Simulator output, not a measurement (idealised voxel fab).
process module | voxel ribs on slabs
cross-section cut | 180 nm wide | cells 5 nm
A cross-section is a grid of square cells, given in bands from the top down. A band is one or more rows of cells.
Each band's line starts with the height of the band's top and of its bottom, in nm. Then come its materials from left to right, each with its width in nm. One material with "throughout" fills the band from edge to edge. "air" is empty space.
Height 0 is the level under which the wafer as received is all one material. The lowest band goes on downwards, as in "0 down".
A width such as "30 to 40" changes by the same amount from each row of cells to the next, from the band's top row to its bottom row.
"no change" after a step means that no cell of the cross-section changed.
closed voids: empty space of 8 cells or more with no open way to the top, each as width x height at its distance from the left edge, in nm
after a step's settings: what the simulator itself notes on the step
overlay nm, on a step with a mask: how far to the right of its planned place the mask lay; to the left if negative
Each pair below shows a cross-section before one step and the cross-section after it, down to the lowest band that changed. The line under each pair gives the step between them, with its settings. The pairs can come from different runs of this module on the same starting wafer, so a pair continues from the pair above only where its "before" says so.
before
  0 down: Si throughout
  closed voids: none
after
  25 to 0: SiO2 throughout
  below 0: unchanged
  closed voids: none
the step between: op DIRECTIONAL_DEP | material SiO2 | thk nm 25
before: the cross-section after the pair above
after
  40 to 25: polySi throughout
  below 25: unchanged
  closed voids: none
the step between: op DIRECTIONAL_DEP | material polySi | thk nm 15
before: the cross-section after the pair above
after
  40 to 30: air 80 | polySi 20 | air 80
  below 30: unchanged
  closed voids: none
the step between: op MASKED_ETCH | tone cover | mask id RIB | width nm 20 | etch materials polySi | depth nm 10 | overlay nm 0
before: the cross-section after the pair above
after
  55 to 40: air 50 | resist 80 | air 50
  40 to 30: air 50 | resist 30 | polySi 20 | resist 30 | air 50
  below 30: unchanged
  closed voids: none
the step between: op PATTERN | tone cover | mask id SLAB | material resist | width nm 80 | thk nm 15 | overlay nm 0
before: the cross-section after the pair above
after
  55 to 40: air 50 | resist 80 | air 50
  40 to 30: air 50 | resist 30 | polySi 20 | resist 30 | air 50
  30 to 25: air 50 | polySi 80 | air 50
  below 25: unchanged
  closed voids: none
the step between: op DIRECTIONAL_ETCH | etch materials polySi | depth nm 5
before: the cross-section after the pair above
after
  40 to 30: air 80 | polySi 20 | air 80
  below 30: unchanged
  closed voids: none
the step between: op STRIP | etch materials resist
before: the cross-section after the pair above
after
  60 to 40: SiO2 throughout
  40 to 30: SiO2 80 | polySi 20 | SiO2 80
  30 to 25: SiO2 50 | polySi 80 | SiO2 50
  below 25: unchanged
  closed voids: none
the step between: op FILL_DEP | material SiO2 | thk nm 20
before: the cross-section after the pair above
after
  50 to 40: SiO2 throughout
  below 40: unchanged
  closed voids: none
the step between: op CMP | height nm 50
before: the cross-section after the pair above
after
  55 to 50: W throughout
  below 50: unchanged
  closed voids: none
the step between: op DIRECTIONAL_DEP | material W | thk nm 5
before: the cross-section after the pair above
after
  75 to 55: air 75 | resist 30 | air 75
  below 55: unchanged
  closed voids: none
the step between: op PATTERN | tone cover | mask id HEATER | material resist | width nm 30 | thk nm 20 | overlay nm 0
before: the cross-section after the pair above
after
  75 to 55: air 75 | resist 30 | air 75
  55 to 50: air 75 | W 30 | air 75
  below 50: unchanged
  closed voids: none
the step between: op DIRECTIONAL_ETCH | etch materials W | depth nm 5
before: the cross-section after the pair above
after
  55 to 50: air 75 | W 30 | air 75
  below 50: unchanged
  closed voids: none
the step between: op STRIP | etch materials resist
before: the cross-section after the pair above
after
  65 to 60: air 65 | SiN 50 | air 65
  60 to 55: SiN throughout
  55 to 50: SiN 75 | W 30 | SiN 75
  below 50: unchanged
  closed voids: none
the step between: op CONFORMAL_DEP | material SiN | thk nm 10
before
  40 to 25: polySi throughout
  25 to 0: SiO2 throughout
  0 down: Si throughout
  closed voids: none
after
  55 to 25: polySi throughout
  below 25: unchanged
  closed voids: none
the step between: op DIRECTIONAL_DEP | material polySi | thk nm 15
before: the cross-section after the pair above
after
  55 to 45: air 80 | polySi 20 | air 80
  below 45: unchanged
  closed voids: none
the step between: op MASKED_ETCH | tone cover | mask id RIB | width nm 20 | etch materials polySi | depth nm 10 | overlay nm 0
before: the cross-section after the pair above
after
  70 to 55: air 50 | resist 80 | air 50
  55 to 45: air 50 | resist 30 | polySi 20 | resist 30 | air 50
  below 45: unchanged
  closed voids: none
the step between: op PATTERN | tone cover | mask id SLAB | material resist | width nm 80 | thk nm 15 | overlay nm 0
before: the cross-section after the pair above
after
  70 to 55: air 50 | resist 80 | air 50
  55 to 45: air 50 | resist 30 | polySi 20 | resist 30 | air 50
  45 to 40: air 50 | polySi 80 | air 50
  below 40: unchanged
  closed voids: none
the step between: op DIRECTIONAL_ETCH | etch materials polySi | depth nm 5
before: the cross-section after the pair above
after
  55 to 45: air 80 | polySi 20 | air 80
  below 45: unchanged
  closed voids: none
the step between: op STRIP | etch materials resist
before: the cross-section after the pair above
after
  75 to 55: SiO2 throughout
  55 to 45: SiO2 80 | polySi 20 | SiO2 80
  45 to 40: SiO2 50 | polySi 80 | SiO2 50
  below 40: unchanged
  closed voids: none
the step between: op FILL_DEP | material SiO2 | thk nm 20
before: the cross-section after the pair above
after
  50 to 40: SiO2 80 to 50 | polySi 20 to 80 | SiO2 80 to 50
  below 40: unchanged
  closed voids: none
the step between: op CMP | height nm 50
before: the cross-section after the pair above
after
  55 to 50: W throughout
  below 50: unchanged
  closed voids: none
the step between: op DIRECTIONAL_DEP | material W | thk nm 5
before: the cross-section after the pair above
after
  75 to 55: air 75 | resist 30 | air 75
  below 55: unchanged
  closed voids: none
the step between: op PATTERN | tone cover | mask id HEATER | material resist | width nm 30 | thk nm 20 | overlay nm 0
before: the cross-section after the pair above
after
  75 to 55: air 75 | resist 30 | air 75
  55 to 50: air 75 | W 30 | air 75
  below 50: unchanged
  closed voids: none
the step between: op DIRECTIONAL_ETCH | etch materials W | depth nm 5
before: the cross-section after the pair above
after
  55 to 50: air 75 | W 30 | air 75
  below 50: unchanged
  closed voids: none
the step between: op STRIP | etch materials resist
before: the cross-section after the pair above
after
  65 to 60: air 65 | SiN 50 | air 65
  60 to 55: SiN throughout
  55 to 50: SiN 75 | W 30 | SiN 75
  below 50: unchanged
  closed voids: none
the step between: op CONFORMAL_DEP | material SiN | thk nm 10
before
  0 down: Si throughout
  closed voids: none
after
  15 to 0: polySi throughout
  below 0: unchanged
  closed voids: none
the step between: op DIRECTIONAL_DEP | material polySi | thk nm 15
before: the cross-section after the pair above
after
  40 to 15: SiO2 throughout
  below 15: unchanged
  closed voids: none
the step between: op DIRECTIONAL_DEP | material SiO2 | thk nm 25
before: the cross-section after the pair above
after
  55 to 40: air 50 | resist 80 | air 50
  below 40: unchanged
  closed voids: none
the step between: op PATTERN | tone cover | mask id SLAB | material resist | width nm 80 | thk nm 15 | overlay nm 0
before: the cross-section after the pair above
after
  40 to 15: SiO2 throughout
  below 15: unchanged
  closed voids: none
the step between: op STRIP | etch materials resist
before: the cross-section after the pair above
after
  60 to 15: SiO2 throughout
  below 15: unchanged
  closed voids: none
the step between: op FILL_DEP | material SiO2 | thk nm 20
before: the cross-section after the pair above
after
  50 to 15: SiO2 throughout
  below 15: unchanged
  closed voids: none
the step between: op CMP | height nm 50
before: the cross-section after the pair above
after
  55 to 50: W throughout
  below 50: unchanged
  closed voids: none
the step between: op DIRECTIONAL_DEP | material W | thk nm 5
before: the cross-section after the pair above
after
  75 to 55: air 75 | resist 30 | air 75
  below 55: unchanged
  closed voids: none
the step between: op PATTERN | tone cover | mask id HEATER | material resist | width nm 30 | thk nm 20 | overlay nm 0
before: the cross-section after the pair above
after
  75 to 55: air 75 | resist 30 | air 75
  55 to 50: air 75 | W 30 | air 75
  below 50: unchanged
  closed voids: none
the step between: op DIRECTIONAL_ETCH | etch materials W | depth nm 5
before: the cross-section after the pair above
after
  55 to 50: air 75 | W 30 | air 75
  below 50: unchanged
  closed voids: none
the step between: op STRIP | etch materials resist
before: the cross-section after the pair above
after
  65 to 60: air 65 | SiN 50 | air 65
  60 to 55: SiN throughout
  55 to 50: SiN 75 | W 30 | SiN 75
  below 50: unchanged
  closed voids: none
the step between: op CONFORMAL_DEP | material SiN | thk nm 10
before
  0 down: Si throughout
  closed voids: none
after
  30 to 0: SiO2 throughout
  below 0: unchanged
  closed voids: none
the step between: op DIRECTIONAL_DEP | material SiO2 | thk nm 30
before: the cross-section after the pair above
after
  45 to 30: polySi throughout
  below 30: unchanged
  closed voids: none
the step between: op DIRECTIONAL_DEP | material polySi | thk nm 15
before: the cross-section after the pair above
after
  45 to 35: air 80 | polySi 20 | air 80
  below 35: unchanged
  closed voids: none
the step between: op MASKED_ETCH | tone cover | mask id RIB | width nm 20 | etch materials polySi | depth nm 10 | overlay nm 0
before: the cross-section after the pair above
after
  60 to 45: air 50 | resist 80 | air 50
  45 to 35: air 50 | resist 30 | polySi 20 | resist 30 | air 50
  below 35: unchanged
  closed voids: none
the step between: op PATTERN | tone cover | mask id SLAB | material resist | width nm 80 | thk nm 15 | overlay nm 0
before: the cross-section after the pair above
after
  60 to 45: air 50 | resist 80 | air 50
  45 to 35: air 50 | resist 30 | polySi 20 | resist 30 | air 50
  35 to 30: air 50 | polySi 80 | air 50
  below 30: unchanged
  closed voids: none
the step between: op DIRECTIONAL_ETCH | etch materials polySi | depth nm 5
before: the cross-section after the pair above
after
  45 to 35: air 80 | polySi 20 | air 80
  below 35: unchanged
  closed voids: none
the step between: op STRIP | etch materials resist
before: the cross-section after the pair above
after
  65 to 45: SiO2 throughout
  45 to 35: SiO2 80 | polySi 20 | SiO2 80
  35 to 30: SiO2 50 | polySi 80 | SiO2 50
  below 30: unchanged
  closed voids: none
the step between: op FILL_DEP | material SiO2 | thk nm 20
before: the cross-section after the pair above
after
  50 to 45: SiO2 throughout
  below 45: unchanged
  closed voids: none
the step between: op CMP | height nm 50
before: the cross-section after the pair above
after
  55 to 50: W throughout
  below 50: unchanged
  closed voids: none
the step between: op DIRECTIONAL_DEP | material W | thk nm 5
before: the cross-section after the pair above
after
  75 to 55: air 75 | resist 30 | air 75
  below 55: unchanged
  closed voids: none
the step between: op PATTERN | tone cover | mask id HEATER | material resist | width nm 30 | thk nm 20 | overlay nm 0
before: the cross-section after the pair above
after
  75 to 55: air 75 | resist 30 | air 75
  55 to 50: air 75 | W 30 | air 75
  below 50: unchanged
  closed voids: none
the step between: op DIRECTIONAL_ETCH | etch materials W | depth nm 5
before: the cross-section after the pair above
after
  55 to 50: air 75 | W 30 | air 75
  below 50: unchanged
  closed voids: none
the step between: op STRIP | etch materials resist
before: the cross-section after the pair above
after
  65 to 60: air 65 | SiN 50 | air 65
  60 to 55: SiN throughout
  55 to 50: SiN 75 | W 30 | SiN 75
  below 50: unchanged
  closed voids: none
the step between: op CONFORMAL_DEP | material SiN | thk nm 10
before
  55 to 50: W throughout
  50 to 40: SiO2 throughout
  40 to 30: SiO2 80 | polySi 20 | SiO2 80
  30 to 25: SiO2 50 | polySi 80 | SiO2 50
  25 to 0: SiO2 throughout
  0 down: Si throughout
  closed voids: none
after
  75 to 55: air 70 | resist 40 | air 70
  below 55: unchanged
  closed voids: none
the step between: op PATTERN | tone cover | mask id HEATER | material resist | width nm 40 | thk nm 20 | overlay nm 0
before: the cross-section after the pair above
after
  75 to 55: air 70 | resist 40 | air 70
  55 to 50: air 70 | W 40 | air 70
  below 50: unchanged
  closed voids: none
the step between: op DIRECTIONAL_ETCH | etch materials W | depth nm 5
before: the cross-section after the pair above
after
  55 to 50: air 70 | W 40 | air 70
  below 50: unchanged
  closed voids: none
the step between: op STRIP | etch materials resist
before: the cross-section after the pair above
after
  65 to 60: air 60 | SiN 60 | air 60
  60 to 55: SiN throughout
  55 to 50: SiN 70 | W 40 | SiN 70
  below 50: unchanged
  closed voids: none
the step between: op CONFORMAL_DEP | material SiN | thk nm 10
before
  40 to 25: polySi throughout
  25 to 0: SiO2 throughout
  0 down: Si throughout
  closed voids: none
after
  40 to 30: air 85 | polySi 20 | air 75
  below 30: unchanged
  closed voids: none
the step between: op MASKED_ETCH | tone cover | mask id RIB | width nm 20 | etch materials polySi | depth nm 10 | overlay nm 5
before: the cross-section after the pair above
after
  55 to 40: air 50 | resist 80 | air 50
  40 to 30: air 50 | resist 35 | polySi 20 | resist 25 | air 50
  below 30: unchanged
  closed voids: none
the step between: op PATTERN | tone cover | mask id SLAB | material resist | width nm 80 | thk nm 15 | overlay nm 0
before: the cross-section after the pair above
after
  55 to 40: air 50 | resist 80 | air 50
  40 to 30: air 50 | resist 35 | polySi 20 | resist 25 | air 50
  30 to 25: air 50 | polySi 80 | air 50
  below 25: unchanged
  closed voids: none
the step between: op DIRECTIONAL_ETCH | etch materials polySi | depth nm 5
before: the cross-section after the pair above
after
  40 to 30: air 85 | polySi 20 | air 75
  below 30: unchanged
  closed voids: none
the step between: op STRIP | etch materials resist
before: the cross-section after the pair above
after
  60 to 40: SiO2 throughout
  40 to 30: SiO2 85 | polySi 20 | SiO2 75
  30 to 25: SiO2 50 | polySi 80 | SiO2 50
  below 25: unchanged
  closed voids: none
the step between: op FILL_DEP | material SiO2 | thk nm 20
before: the cross-section after the pair above
after
  50 to 40: SiO2 throughout
  below 40: unchanged
  closed voids: none
the step between: op CMP | height nm 50
before: the cross-section after the pair above
after
  55 to 50: W throughout
  below 50: unchanged
  closed voids: none
the step between: op DIRECTIONAL_DEP | material W | thk nm 5
before: the cross-section after the pair above
after
  75 to 55: air 75 | resist 30 | air 75
  below 55: unchanged
  closed voids: none
the step between: op PATTERN | tone cover | mask id HEATER | material resist | width nm 30 | thk nm 20 | overlay nm 0
before: the cross-section after the pair above
after
  75 to 55: air 75 | resist 30 | air 75
  55 to 50: air 75 | W 30 | air 75
  below 50: unchanged
  closed voids: none
the step between: op DIRECTIONAL_ETCH | etch materials W | depth nm 5
before: the cross-section after the pair above
after
  55 to 50: air 75 | W 30 | air 75
  below 50: unchanged
  closed voids: none
the step between: op STRIP | etch materials resist
before: the cross-section after the pair above
after
  65 to 60: air 65 | SiN 50 | air 65
  60 to 55: SiN throughout
  55 to 50: SiN 75 | W 30 | SiN 75
  below 50: unchanged
  closed voids: none
the step between: op CONFORMAL_DEP | material SiN | thk nm 10
before
  55 to 50: air 75 | W 30 | air 75
  50 to 40: SiO2 throughout
  40 to 30: SiO2 80 | polySi 20 | SiO2 80
  30 to 25: SiO2 50 | polySi 80 | SiO2 50
  25 to 0: SiO2 throughout
  0 down: Si throughout
  closed voids: none
after
  65 to 60: air 65 | W 50 | air 65
  60 to 50: W throughout
  below 50: unchanged
  closed voids: none
the step between: op CONFORMAL_DEP | material W | thk nm 10
before
  55 to 50: W throughout
  50 to 40: SiO2 throughout
  40 to 30: SiO2 80 | polySi 20 | SiO2 80
  30 to 25: SiO2 50 | polySi 80 | SiO2 50
  25 to 0: SiO2 throughout
  0 down: Si throughout
  closed voids: none
after
  75 to 55: resist 75 | air 30 | resist 75
  below 55: unchanged
  closed voids: none
the step between: op PATTERN | tone open | mask id HEATER | material resist | width nm 30 | thk nm 20 | overlay nm 0
before: the cross-section after the pair above
after
  75 to 55: resist 75 | air 30 | resist 75
  55 to 50: W 75 | air 30 | W 75
  below 50: unchanged
  closed voids: none
the step between: op DIRECTIONAL_ETCH | etch materials W | depth nm 5
before: the cross-section after the pair above
after
  55 to 50: W 75 | air 30 | W 75
  below 50: unchanged
  closed voids: none
the step between: op STRIP | etch materials resist
before: the cross-section after the pair above
after
  65 to 60: SiN 85 | air 10 | SiN 85
  60 to 55: SiN throughout
  55 to 50: W 75 | SiN 30 | W 75
  below 50: unchanged
  closed voids: none
the step between: op CONFORMAL_DEP | material SiN | thk nm 10
